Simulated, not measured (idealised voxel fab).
This is a process module. Its name is voxel local oxidation.
Section shown: cut. Width: 295 nm. Cell size: 5 nm, square.
How to read a cross-section here: the picture is a grid of square cells, written as bands going from the top down, and any band can span one or more rows of cells. This entry defines a band. It first specifies the height of the band's top and the height of its bottom in nm, and then specifies the band's materials from left to right, stating each material with its width in nm. The word "throughout" identifies a single material that fills the band from edge to edge, while the word "empty" identifies empty space. Heights are expressed relative to 0, this being the level below which the as-received wafer comprises one material exclusively. The lowest band is unbounded in the downward direction and is denoted as in "top 0, no bottom". Width: "30->40" (first number = top row, second number = bottom row, same change from row to row of cells). What does "remained the same" mean for a step? It means no cell of the cross-section changed in that step. Enclosed voids (no open way to top), threshold 8 cells or more, entry "Closed void list", notation width x height at distance, distance from left edge, nm. Heads up: the bit after the settings on a step's line is the simulator's remark on that step. "overlay nm" answers the question of how far to the right of plan the mask lay on a step that has a mask, and when it is negative the answer is to the left.

### Process steps - plan
1. RECEIVE: material Si
2. CONFORMAL_DEP: material SiO2, thk nm 5
3. CONFORMAL_DEP: material SiN, thk nm 15
4. MASKED_ETCH: tone cover, mask id ACTIVE, width nm 90, etch materials SiN, depth nm 15, overlay nm 0
5. SELECTIVE_ETCH: etch materials SiO2, depth nm 5
6. OXIDIZE: depth nm 10
7. STRIP: etch materials SiN
The value of width nm given for step 4 in the plan refers to the first wafer; the wafers vary in this setting and are alike at the start.

### Cross-section of the first incoming wafer of several, state after step 1
> top 0, no bottom: Si throughout
> Closed void list: none

### Below, a row for every wafer. Read it as the end-of-module picture: for each material the wafer shows its cells gained (+) or lost (-) since it was received, and then its closed voids
width nm 90; -94 Si; +110 SiO2; Closed void list: none
width nm 95; -92 Si; +109 SiO2; Closed void list: none
width nm 100; -90 Si; +108 SiO2; Closed void list: none
width nm 105; -88 Si; +107 SiO2; Closed void list: none
width nm 110; -86 Si; +106 SiO2; Closed void list: none
width nm 115; -84 Si; +105 SiO2; Closed void list: none
